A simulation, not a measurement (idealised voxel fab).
process module | voxel wiring stack
cross-section cut | 170 nm wide | cells 5 nm
A cross-section is a grid of square cells, given in bands from the top down. A band is one or more rows of cells.
Each band's line starts with the height of the band's top and of its bottom, in nm. Then come its materials from left to right, each with its width in nm. One material with "throughout" fills the band from edge to edge. "air" is empty space.
Height 0 is the level under which the wafer as received is all one material. The lowest band goes on downwards, as in "0 down".
A width such as "30 to 40" changes by the same amount from each row of cells to the next, from the band's top row to its bottom row.
"no change" after a step means that no cell of the cross-section changed.
closed voids: empty space of 8 cells or more with no open way to the top, each as width x height at its distance from the left edge, in nm
after a step's settings: what the simulator itself notes on the step
overlay nm, on a step with a mask: how far to the right of its planned place the mask lay; to the left if negative
plan
1 op RECEIVE | material Si
2 op CONFORMAL_DEP | material SiO2 | thk nm 15
3 op DIRECTIONAL_DEP | material TiN | thk nm 5
4 op DIRECTIONAL_DEP | material W | thk nm 25
5 op MASKED_ETCH | tone cover | mask id METAL_1 | width nm 30 | pitch nm 45 | etch materials W | depth nm 25 | overlay nm 0
6 op MASKED_ETCH | tone cover | mask id METAL_1 | width nm 30 | pitch nm 45 | etch materials TiN | depth nm 5 | overlay nm 0
7 op CONFORMAL_DEP | material SiCN | thk nm 5
8 op FILL_DEP | material SiO2 | thk nm 5
9 op CMP | height nm 45
10 op CONFORMAL_DEP | material SiCN | thk nm 5
11 op DIRECTIONAL_DEP | material SiO2 | thk nm 30
12 op DIRECTIONAL_DEP | material aC | thk nm 15
13 op PATTERN | tone open | mask id METAL_2_HOLES | material resist | width nm 15 | pitch nm 90 | thk nm 35 | overlay nm 0
14 op DIRECTIONAL_ETCH | etch materials aC | depth nm 15
15 op STRIP | etch materials resist
16 op DIRECTIONAL_ETCH | etch materials SiO2 | depth nm 30
17 op STRIP | etch materials aC
18 op PATTERN | tone open | mask id METAL_2 | material resist | width nm 20 | pitch nm 45 | thk nm 15 | overlay nm 0
19 op DIRECTIONAL_ETCH | etch materials SiO2 | depth nm 15
20 op DIRECTIONAL_ETCH | etch materials SiCN | depth nm 5
21 op STRIP | etch materials resist
22 op CONFORMAL_DEP | material TiN | thk nm 5
23 op FILL_DEP | material Ru | thk nm 10
24 op CMP | height nm 80
25 op CONFORMAL_DEP | material SiCN | thk nm 5
varied across the wafers: width nm of step 18. The plan shows the first wafer's value. All wafers start alike
first wafer as received, after step 1
  0 down: Si throughout
  closed voids: none
each wafer at the end: cells of each material gained (+) or lost (-) since it was received, then its closed voids
width nm 20 | +22 Ru | +110 SiCN | +296 SiO2 | +60 TiN | +90 W | closed voids: none
width nm 25 | +28 Ru | +110 SiCN | +287 SiO2 | +63 TiN | +90 W | closed voids: none
width nm 30 | +32 Ru | +108 SiCN | +284 SiO2 | +64 TiN | +90 W | closed voids: none
